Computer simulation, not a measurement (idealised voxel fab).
The document below concerns the process module designated voxel self aligned vias.
Cross-section cut spans 220 nm and uses square cells 5 nm in size.
Heads up, the way a cross-section reads in here is a grid of square cells, handed over as bands from the top down, with every band being one or more rows of cells.
First you get the band's top height and its bottom height, in nm, and then the materials it's made of, left to right, with each width in nm. If you see a single material with "full width", that one covers the band edge to edge. "empty" is empty space.
We count height from 0. Below that, the starting wafer is all one material. The lowest band never ends at the bottom but goes on down; see "0..down" for how that is written.
The width entry "30..40" should be interpreted row by row: the top row of cells in the band takes the first number, the bottom row takes the second number, and the change between adjacent rows is uniform throughout.
"no change occurred" after a step means that no cell of the cross-section changed.
Closed void entries: empty space of 8 cells or more with no open way to the top, each as width x height at its distance from the left edge, in nm
Whatever follows a step's settings on its line is a remark the simulator itself makes about that step.
"overlay nm" on a masked step: distance the mask lay right of its planned place, negative for left.

PLAN
1,RECEIVE: material Si
2,CONFORMAL_DEP: material SiO2, thk nm 10
3,CONFORMAL_DEP: material SiCN, thk nm 5
4,DIRECTIONAL_DEP: material SiO2, thk nm 20
5,MASKED_ETCH: tone open, mask id LINES, width nm 25, pitch nm 65, etch materials SiO2, depth nm 20, overlay nm 0
6,CONFORMAL_DEP: material TiN, thk nm 5
7,FILL_DEP: material W, thk nm 10
8,CMP: height nm 35
9,SELECTIVE_ETCH: etch materials W Ru TiN, depth nm 5
10,FILL_DEP: material SiN, thk nm 5
11,CMP: height nm 35
12,DIRECTIONAL_DEP: material SiO2, thk nm 15
13,MASKED_ETCH: tone open, mask id VIAS, width nm 35, etch materials SiO2, depth nm 15, overlay nm 0
14,MASKED_ETCH: tone open, mask id VIAS, width nm 35, etch materials SiN, depth nm 5, overlay nm 0
15,CONFORMAL_DEP: material TiN, thk nm 5
16,FILL_DEP: material Cu, thk nm 5
17,CMP: height nm 50
18,CONFORMAL_DEP: material SiCN, thk nm 5

CROSS-SECTION OF THE WAFER UPON ARRIVAL, REPRESENTING THE STATE REACHED AFTER STEP 1
    0..down: Si full width
    Closed void entries: none

FIRST WAFER AT THE END, AS PLANNED
    55..50: SiCN full width
    50..40: 60 nm SiO2 | 5 nm TiN | 25 nm Cu | 5 nm TiN | 125 nm SiO2
    40..35: 60 nm SiO2 | 10 nm TiN | 15 nm Cu | 10 nm TiN | 125 nm SiO2
    35..30: 65 nm SiO2 | 25 nm TiN | 40 nm SiO2 | 25 nm SiN | 65 nm SiO2
    30..20: 65 nm SiO2 | 5 nm TiN | 15 nm W | 5 nm TiN | 40 nm SiO2 | 5 nm TiN | 15 nm W | 5 nm TiN | 65 nm SiO2
    20..15: 65 nm SiO2 | 25 nm TiN | 40 nm SiO2 | 25 nm TiN | 65 nm SiO2
    15..10: SiCN full width
    10..0: SiO2 full width
    0..down: Si full width
    Closed void entries: none

SECOND WAFER THROUGH THE MODULE, SECTIONED AT THE END: SAME BEGINNING AND SAME PLAN AS THE FIRST WAFER, WITH ONE MISTAKE IN CARRYING IT OUT
    55..50: SiCN full width
    50..35: 60 nm SiO2 | 5 nm TiN | 25 nm Cu | 5 nm TiN | 125 nm SiO2
    35..30: 60 nm SiO2 | 35 nm TiN | 35 nm SiO2 | 25 nm SiN | 65 nm SiO2
    30..20: 60 nm SiO2 | 10 nm TiN | 15 nm W | 10 nm TiN | 35 nm SiO2 | 5 nm TiN | 15 nm W | 5 nm TiN | 65 nm SiO2
    20..15: 65 nm SiO2 | 25 nm TiN | 40 nm SiO2 | 25 nm TiN | 65 nm SiO2
    15..10: SiCN full width
    10..0: SiO2 full width
    0..down: Si full width
    Closed void entries: none
what went wrong: step 13 of the plan saw execution twice
Final tally in cells, some materials are higher or lower on the second wafer than on the first: Cu: 2 more, SiO2: 6 fewer, TiN: 4 more
